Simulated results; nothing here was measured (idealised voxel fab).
process module | voxel transistor to metal
cross-section cut | 205 nm wide | cells 5 nm
A cross-section is a grid of square cells, given in bands from the top down. A band is one or more rows of cells.
Each band's line starts with the height of the band's top and of its bottom, in nm. Then come its materials from left to right, each with its width in nm. One material with "throughout" fills the band from edge to edge. "air" is empty space.
Height 0 is the level under which the wafer as received is all one material. The lowest band goes on downwards, as in "0 down".
A width such as "30 to 40" changes by the same amount from each row of cells to the next, from the band's top row to its bottom row.
"no change" after a step means that no cell of the cross-section changed.
closed voids: empty space of 8 cells or more with no open way to the top, each as width x height at its distance from the left edge, in nm
after a step's settings: what the simulator itself notes on the step
overlay nm, on a step with a mask: how far to the right of its planned place the mask lay; to the left if negative
plan
1 op RECEIVE | material Si
2 op OXIDIZE | depth nm 5
3 op CONFORMAL_DEP | material SiN | thk nm 10
4 op DIRECTIONAL_DEP | material aC | thk nm 10
5 op PATTERN | tone cover | mask id ACTIVE | material resist | width nm 100 | thk nm 25 | overlay nm 0
6 op DIRECTIONAL_ETCH | etch materials aC | depth nm 10
7 op STRIP | etch materials resist
8 op DIRECTIONAL_ETCH | etch materials SiN | depth nm 10
9 op DIRECTIONAL_ETCH | etch materials SiO2 | depth nm 5
10 op DIRECTIONAL_ETCH | etch materials Si | depth nm 35
11 op STRIP | etch materials aC
12 op OXIDIZE | depth nm 5
13 op FILL_DEP | material SiO2 | thk nm 5
14 op CMP | height nm 10
15 op SELECTIVE_ETCH | etch materials SiO2 | depth nm 10
16 op STRIP | etch materials SiN
17 op SELECTIVE_ETCH | etch materials SiO2 | depth nm 5
18 op OXIDIZE | depth nm 5
19 op DIRECTIONAL_DEP | material polySi | thk nm 20
20 op DIRECTIONAL_DEP | material SiCN | thk nm 15
21 op PATTERN | tone cover | mask id GATE | material resist | width nm 30 | thk nm 15 | overlay nm 0
22 op DIRECTIONAL_ETCH | etch materials SiCN | depth nm 25
23 op DIRECTIONAL_ETCH | etch materials polySi | depth nm 30
24 op STRIP | etch materials resist
25 op CONFORMAL_DEP | material SiN | thk nm 10
26 op DIRECTIONAL_ETCH | etch materials SiN | depth nm 10
27 op DIRECTIONAL_ETCH | etch materials SiO2 | depth nm 5
28 op DIRECTIONAL_ETCH | etch materials Si | depth nm 10
29 op EPI | material nSi | thk nm 15
30 op FILL_DEP | material SiO2 | thk nm 5
31 op CMP | height nm 15
32 op STRIP | etch materials polySi
33 op SELECTIVE_ETCH | etch materials SiO2 | depth nm 5
34 op CONFORMAL_DEP | material HfO2 | thk nm 5
35 op CONFORMAL_DEP | material TiN | thk nm 5
36 op FILL_DEP | material W | thk nm 5
37 op CMP | height nm 10
38 op DIRECTIONAL_DEP | material SiO2 | thk nm 10
39 op PATTERN | tone open | mask id CONTACT | material resist | width nm 15 | pitch nm 75 | thk nm 20 | overlay nm 0
40 op DIRECTIONAL_ETCH | etch materials SiO2 | depth nm 25
41 op STRIP | etch materials resist
42 op CONFORMAL_DEP | material TiN | thk nm 5
43 op FILL_DEP | material Ru | thk nm 10
44 op CMP | height nm 20
45 op DIRECTIONAL_DEP | material TiN | thk nm 5
46 op DIRECTIONAL_DEP | material Ru | thk nm 20
47 op DIRECTIONAL_DEP | material aC | thk nm 10
48 op PATTERN | tone cover | mask id METAL_1 | material resist | width nm 15 | pitch nm 75 | thk nm 25 | overlay nm 0
49 op DIRECTIONAL_ETCH | etch materials aC | depth nm 10
50 op STRIP | etch materials resist
51 op DIRECTIONAL_ETCH | etch materials Ru | depth nm 20
52 op DIRECTIONAL_ETCH | etch materials TiN | depth nm 5
53 op STRIP | etch materials aC
54 op CONFORMAL_DEP | material SiN | thk nm 5
55 op FILL_DEP | material lowk | thk nm 10
56 op CMP | height nm 45
57 op CONFORMAL_DEP | material SiCN | thk nm 5
58 op DIRECTIONAL_DEP | material lowk | thk nm 30
59 op PATTERN | tone open | mask id METAL_2 | material resist | width nm 15 | pitch nm 75 | thk nm 20 | overlay nm 0
60 op DIRECTIONAL_ETCH | etch materials lowk | depth nm 15
61 op STRIP | etch materials resist
62 op PATTERN | tone open | mask id METAL_2_HOLES | material resist | width nm 15 | pitch nm 75 | thk nm 20 | overlay nm 0
63 op DIRECTIONAL_ETCH | etch materials lowk | depth nm 15
64 op DIRECTIONAL_ETCH | etch materials SiCN | depth nm 5
65 op STRIP | etch materials resist
66 op CONFORMAL_DEP | material TiN | thk nm 5
67 op FILL_DEP | material Ru | thk nm 5
68 op CMP | height nm 80
69 op CONFORMAL_DEP | material SiN | thk nm 5
as received, after step 1
  0 down: Si throughout
  closed voids: none
a wafer at the end: this start, this plan, one mistake
  85 to 80: SiN throughout
  80 to 50: lowk 55 | TiN 5 | Ru 5 | TiN 5 | lowk 60 | TiN 5 | Ru 5 | TiN 5 | lowk 60
  50 to 45: SiCN 55 | TiN 15 | SiCN 60 | TiN 15 | SiCN 60
  45 to 25: lowk 50 | SiN 5 | Ru 15 | SiN 5 | lowk 50 | SiN 5 | Ru 15 | SiN 5 | lowk 55
  25 to 20: SiN 55 | TiN 15 | SiN 60 | TiN 15 | SiN 60
  20 to 15: SiO2 55 | TiN 5 | Ru 5 | TiN 5 | SiO2 60 | TiN 5 | Ru 5 | TiN 5 | SiO2 60
  15 to 10: SiO2 55 | TiN 15 | SiO2 60 | TiN 15 | SiO2 60
  10 to 0: SiCN throughout
  0 to -5: SiO2 throughout
  -5 down: Si throughout
  closed voids: none
what went wrong: step 3 ran as: op CONFORMAL_DEP | material SiCN | thk nm 10
